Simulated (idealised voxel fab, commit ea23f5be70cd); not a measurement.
process module | voxel wiring stack
cross-section cut | 140 nm wide | cells 5 nm
A cross-section is a grid of square cells, given in bands from the top down. A band is one or more rows of cells.
Each band's line starts with the height of the band's top and of its bottom, in nm. Then come its materials from left to right, each with its width in nm. One material with "throughout" fills the band from edge to edge. "air" is empty space.
Height 0 is the level under which the wafer as received is all one material. The lowest band goes on downwards, as in "0 down".
A width such as "30 to 40" changes by the same amount from each row of cells to the next, from the band's top row to its bottom row.
"no change" after a step means that no cell of the cross-section changed.
closed voids: empty space of 8 cells or more with no open way to the top, each as width x height at its distance from the left edge, in nm
after a step's settings: what the simulator itself notes on the step
overlay nm, on a step with a mask: how far to the right of its planned place the mask lay; to the left if negative
plan
1 op RECEIVE | material Si
2 op CONFORMAL_DEP | material SiO2 | thk nm 15
3 op DIRECTIONAL_DEP | material TiN | thk nm 5
4 op DIRECTIONAL_DEP | material W | thk nm 15
5 op PATTERN | tone cover | mask id METAL_1 | material resist | width nm 20 | pitch nm 40 | thk nm 20 | overlay nm 0
6 op DIRECTIONAL_ETCH | etch materials W | depth nm 15
7 op DIRECTIONAL_ETCH | etch materials TiN | depth nm 5
8 op STRIP | etch materials resist
9 op FILL_DEP | material SiO2 | thk nm 5
10 op CMP | height nm 35
11 op CONFORMAL_DEP | material SiCN | thk nm 5
12 op DIRECTIONAL_DEP | material lowk | thk nm 35
13 op MASKED_ETCH | tone open | mask id METAL_2_HOLES | width nm 15 | pitch nm 40 | etch materials lowk | depth nm 35 | overlay nm 0
14 op PATTERN | tone open | mask id METAL_2 | material resist | width nm 20 | pitch nm 40 | thk nm 15 | overlay nm 0
15 op DIRECTIONAL_ETCH | etch materials lowk | depth nm 20
16 op DIRECTIONAL_ETCH | etch materials SiCN | depth nm 5
17 op STRIP | etch materials resist
18 op CONFORMAL_DEP | material TiN | thk nm 5
19 op FILL_DEP | material Ru | thk nm 5
20 op CMP | height nm 75
21 op CONFORMAL_DEP | material SiN | thk nm 5
as received, after step 1
  0 down: Si throughout
  closed voids: none
a wafer at the end: this start, this plan, one mistake
  80 to 75: SiN throughout
  75 to 60: lowk 20 | TiN 5 | Ru 10 | TiN 5 | lowk 20 | TiN 5 | Ru 10 | TiN 5 | lowk 20 | TiN 5 | Ru 10 | TiN 5 | lowk 20
  60 to 55: lowk 20 | TiN 5 | Ru 5 | TiN 10 | lowk 20 | TiN 5 | Ru 5 | TiN 10 | lowk 20 | TiN 5 | Ru 5 | TiN 10 | lowk 20
  55 to 40: lowk 20 | TiN 5 | Ru 5 | TiN 5 | lowk 25 | TiN 5 | Ru 5 | TiN 5 | lowk 25 | TiN 5 | Ru 5 | TiN 5 | lowk 25
  40 to 35: SiCN 20 | TiN 15 | SiCN 25 | TiN 15 | SiCN 25 | TiN 15 | SiCN 25
  35 to 30: SiO2 throughout
  30 to 15: SiO2 20 | W 20 | SiO2 20 | W 20 | SiO2 20 | W 20 | SiO2 20
  15 to 0: SiO2 throughout
  0 down: Si throughout
  closed voids: none
what went wrong: step 3 was left out
